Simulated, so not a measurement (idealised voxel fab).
You're looking at the process module voxel gate over fins.
Displayed cross-section: cut, width of 290 nm, square cells sized 5 nm.
How to read a cross-section here: the picture is a grid of square cells, written as bands going from the top down, and any band can span one or more rows of cells. Band: top and bottom heights (nm) first, top before bottom; then materials from left to right, widths in nm. "throughout" marks a sole material filling the band edge to edge. "blank" denotes empty space. Height 0 is the level under which the wafer as received is all one material. The lowest band goes on downwards, as in "top 0, no bottom". A width given as "30..40" starts at the first number in the band's top row and ends at the second number in its bottom row, shifting by an equal amount at every step from row to row. When a step is marked "changes: none", none of the cells in the cross-section changed during that step. The entry titled "Voids, sealed" provides the empty spaces that have no open way to the top, restricted to those of 8 cells or more. Each is presented as width x height at distance, the distance being measured from the left edge, with all three in nm. Anything after a step's settings on that line? It's the simulator's own note about the step. overlay nm: on a step with a mask, how far right of its planned place the mask lay; negative means left.
[This section lists the process steps that were planned]
1) RECEIVE | material Si
2) CONFORMAL_DEP | material SiN | thk nm 10
3) DIRECTIONAL_DEP | material aC | thk nm 10
4) PATTERN | tone cover | mask id FINS | material resist | width nm 15 | pitch nm 45 | thk nm 30 | overlay nm -15
5) DIRECTIONAL_ETCH | etch materials aC | depth nm 10
6) STRIP | etch materials resist
7) DIRECTIONAL_ETCH | etch materials SiN | depth nm 10
8) DIRECTIONAL_ETCH | etch materials Si | depth nm 40
9) STRIP | etch materials aC
10) OXIDIZE | depth nm 5
11) FILL_DEP | material SiO2 | thk nm 5
12) CMP | height nm 10
13) SELECTIVE_ETCH | etch materials SiO2 | depth nm 25
14) STRIP | etch materials SiN
15) CONFORMAL_DEP | material HfO2 | thk nm 5
16) CONFORMAL_DEP | material TiN | thk nm 5
17) CONFORMAL_DEP | material TiAl | thk nm 5
18) CONFORMAL_DEP | material TiN | thk nm 5
19) FILL_DEP | material W | thk nm 10
20) CMP | height nm 25
21) CONFORMAL_DEP | material SiN | thk nm 5
Wafers differ in overlay nm at step 4; plan lists the first wafer's value; identical starting state.
[The as-received cross-section of the first of several wafers corresponds to the state after step 1]
> top 0, no bottom = Si throughout
> Voids, sealed: none
[After the module's final step, step 21: the first of several wafers in cross-section]
> top 30, bottom 25 = SiN throughout
> top 25, bottom 20 = W throughout
> top 20, bottom 15 = 60 nm W  135 nm TiN  95 nm W
> top 15, bottom 10 = 60 nm W  5 nm TiN  35 nm TiAl  10 nm TiN  35 nm TiAl  10 nm TiN  35 nm TiAl  5 nm TiN  95 nm W
> top 10, bottom 5 = 60 nm W  5 nm TiN  5 nm TiAl  25 nm TiN  5 nm TiAl  10 nm TiN  5 nm TiAl  25 nm TiN  5 nm TiAl  10 nm TiN  5 nm TiAl  25 nm TiN  5 nm TiAl  5 nm TiN  95 nm W
> top 5, bottom 0 = 65 nm TiN  5 nm TiAl  5 nm TiN  15 nm HfO2  5 nm TiN  5 nm TiAl  10 nm TiN  5 nm TiAl  5 nm TiN  15 nm HfO2  5 nm TiN  5 nm TiAl  10 nm TiN  5 nm TiAl  5 nm TiN  15 nm HfO2  5 nm TiN  5 nm TiAl  100 nm TiN
> top 0, bottom -5 = 70 nm TiAl  5 nm TiN  5 nm HfO2  5 nm Si  5 nm HfO2  5 nm TiN  20 nm TiAl  5 nm TiN  5 nm HfO2  5 nm Si  5 nm HfO2  5 nm TiN  20 nm TiAl  5 nm TiN  5 nm HfO2  5 nm Si  5 nm HfO2  5 nm TiN  105 nm TiAl
> top -5, bottom -10 = 75 nm TiN  5 nm HfO2  5 nm Si  5 nm HfO2  30 nm TiN  5 nm HfO2  5 nm Si  5 nm HfO2  30 nm TiN  5 nm HfO2  5 nm Si  5 nm HfO2  110 nm TiN
> top -10, bottom -15 = 80 nm HfO2  5 nm Si  40 nm HfO2  5 nm Si  40 nm HfO2  5 nm Si  115 nm HfO2
> top -15, bottom -45 = 80 nm SiO2  5 nm Si  40 nm SiO2  5 nm Si  40 nm SiO2  5 nm Si  115 nm SiO2
> top -45, no bottom = Si throughout
> Voids, sealed: none
[A cross-section through the last wafer at the close of the module]
> top 30, bottom 25 = SiN throughout
> top 25, bottom 20 = W throughout
> top 20, bottom 15 = 90 nm W  135 nm TiN  65 nm W
> top 15, bottom 10 = 90 nm W  5 nm TiN  35 nm TiAl  10 nm TiN  35 nm TiAl  10 nm TiN  35 nm TiAl  5 nm TiN  65 nm W
> top 10, bottom 5 = 90 nm W  5 nm TiN  5 nm TiAl  25 nm TiN  5 nm TiAl  10 nm TiN  5 nm TiAl  25 nm TiN  5 nm TiAl  10 nm TiN  5 nm TiAl  25 nm TiN  5 nm TiAl  5 nm TiN  65 nm W
> top 5, bottom 0 = 95 nm TiN  5 nm TiAl  5 nm TiN  15 nm HfO2  5 nm TiN  5 nm TiAl  10 nm TiN  5 nm TiAl  5 nm TiN  15 nm HfO2  5 nm TiN  5 nm TiAl  10 nm TiN  5 nm TiAl  5 nm TiN  15 nm HfO2  5 nm TiN  5 nm TiAl  70 nm TiN
> top 0, bottom -5 = 100 nm TiAl  5 nm TiN  5 nm HfO2  5 nm Si  5 nm HfO2  5 nm TiN  20 nm TiAl  5 nm TiN  5 nm HfO2  5 nm Si  5 nm HfO2  5 nm TiN  20 nm TiAl  5 nm TiN  5 nm HfO2  5 nm Si  5 nm HfO2  5 nm TiN  75 nm TiAl
> top -5, bottom -10 = 105 nm TiN  5 nm HfO2  5 nm Si  5 nm HfO2  30 nm TiN  5 nm HfO2  5 nm Si  5 nm HfO2  30 nm TiN  5 nm HfO2  5 nm Si  5 nm HfO2  80 nm TiN
> top -10, bottom -15 = 110 nm HfO2  5 nm Si  40 nm HfO2  5 nm Si  40 nm HfO2  5 nm Si  85 nm HfO2
> top -15, bottom -45 = 110 nm SiO2  5 nm Si  40 nm SiO2  5 nm Si  40 nm SiO2  5 nm Si  85 nm SiO2
> top -45, no bottom = Si throughout
> Voids, sealed: none
[Rows = wafers. At module end, each row lists per material the cells gained (+) or lost (-) since the wafer was received, then the closed voids]
overlay nm -15, +76 HfO2, -495 Si, +58 SiN, +330 SiO2, +76 TiAl, +152 TiN, +151 W, Voids, sealed: none
overlay nm -10, +76 HfO2, -495 Si, +58 SiN, +330 SiO2, +76 TiAl, +152 TiN, +151 W, Voids, sealed: none
overlay nm -5, +76 HfO2, -495 Si, +58 SiN, +330 SiO2, +76 TiAl, +152 TiN, +151 W, Voids, sealed: none
overlay nm 0, +76 HfO2, -495 Si, +58 SiN, +330 SiO2, +76 TiAl, +152 TiN, +151 W, Voids, sealed: none
overlay nm 5, +76 HfO2, -495 Si, +58 SiN, +330 SiO2, +76 TiAl, +152 TiN, +151 W, Voids, sealed: none
overlay nm 10, +76 HfO2, -495 Si, +58 SiN, +330 SiO2, +76 TiAl, +152 TiN, +151 W, Voids, sealed: none
overlay nm 15, +76 HfO2, -495 Si, +58 SiN, +330 SiO2, +76 TiAl, +152 TiN, +151 W, Voids, sealed: none
